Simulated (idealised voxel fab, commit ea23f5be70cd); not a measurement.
This section sets out a process module, namely voxel released beams.
The figure presents cross-section cut, which has a width of 210 nm and is divided into square cells with an edge length of 5 nm.
In what follows, cross-sections appear as grids of square cells, described through bands that run from the top down, where every band is one or more rows of cells.
Look at the band entry: it leads with the top's height and the bottom's height in nm. Then it lists the materials left to right, with a width in nm for each. The word "everywhere" on a single material says that material fills the band edge to edge. The word "blank" is empty space.
The reference from which all heights are counted is 0, the level beneath which the as-received wafer is entirely one material; the lowest band, having no lower bound, proceeds downward and is written after the example "0 nm and below".
Width "30->40": first value at the band's top row of cells, second value at its bottom row, equal change from row to row.
"left unchanged" after a step means that no cell of the cross-section changed.
"Closed void entries" contains a list of empty spaces, each no smaller than 8 cells and without an open way to the top, written in the form width x height at distance with the distance from the left edge and all three in nm.
The remark found on a step's line after its settings is issued by the simulator itself and pertains to that step.
Regarding "overlay nm": on a step with a mask, it is the distance the mask lay to the right of its planned place; a negative value places it to the left.

Planned process steps
step 1: RECEIVE: material Si
step 2: CONFORMAL_DEP: material SiN, thk nm 5
step 3: DIRECTIONAL_DEP: material SiO2, thk nm 10
step 4: DIRECTIONAL_DEP: material aC, thk nm 15
step 5: PATTERN: tone open, mask id ANCHOR, material resist, width nm 35, thk nm 35, overlay nm -15
step 6: DIRECTIONAL_ETCH: etch materials aC, depth nm 15
step 7: STRIP: etch materials resist
step 8: DIRECTIONAL_ETCH: etch materials SiO2, depth nm 10
step 9: STRIP: etch materials aC
step 10: CONFORMAL_DEP: material W, thk nm 15
step 11: DIRECTIONAL_DEP: material aC, thk nm 15
step 12: PATTERN: tone cover, mask id BEAM, material resist, width nm 120, thk nm 30, overlay nm 0
step 13: DIRECTIONAL_ETCH: etch materials aC, depth nm 15
step 14: STRIP: etch materials resist
step 15: DIRECTIONAL_ETCH: etch materials W, depth nm 15
step 16: STRIP: etch materials aC
step 17: STRIP: etch materials SiO2
It is noted that the wafers described herein are identical at the outset and are distinguished by the overlay nm of step 5; the value stated in the plan corresponds to the first wafer.

Cross-sectional view of the first of several wafers in the as-received condition, corresponding to the state following step 1
> 0 nm and below  Si everywhere
> Closed void entries: none

The figure below presents a cross-section of the first of several wafers at the conclusion of the module, following its last step, step 17
> 30 nm to 20 nm  40 blank, then 5 W, then 5 blank, then 110 W, then 50 blank
> 20 nm to 15 nm  40 blank, then 120 W, then 50 blank
> 15 nm to 5 nm  30 blank, then 35 W, then 145 blank
> 5 nm to 0 nm  SiN everywhere
> 0 nm and below  Si everywhere
> Closed void entries: none

Cross-sectional depiction of the last of several wafers upon completion of the module
> 30 nm to 20 nm  40 blank, then 35 W, then 5 blank, then 80 W, then 50 blank
> 20 nm to 15 nm  40 blank, then 120 W, then 50 blank
> 15 nm to 5 nm  60 blank, then 35 W, then 115 blank
> 5 nm to 0 nm  SiN everywhere
> 0 nm and below  Si everywhere
> Closed void entries: none

Wafer rows, end of module: cells per material gained (+) or lost (-) since receipt; closed voids last
overlay nm -15 | +42 SiN | +84 W | Closed void entries: none
overlay nm -10 | +42 SiN | +84 W | Closed void entries: none
overlay nm -5 | +42 SiN | +84 W | Closed void entries: none
overlay nm 0 | +42 SiN | +84 W | Closed void entries: none
overlay nm 5 | +42 SiN | +84 W | Closed void entries: none
overlay nm 10 | +42 SiN | +84 W | Closed void entries: none
overlay nm 15 | +42 SiN | +84 W | Closed void entries: none
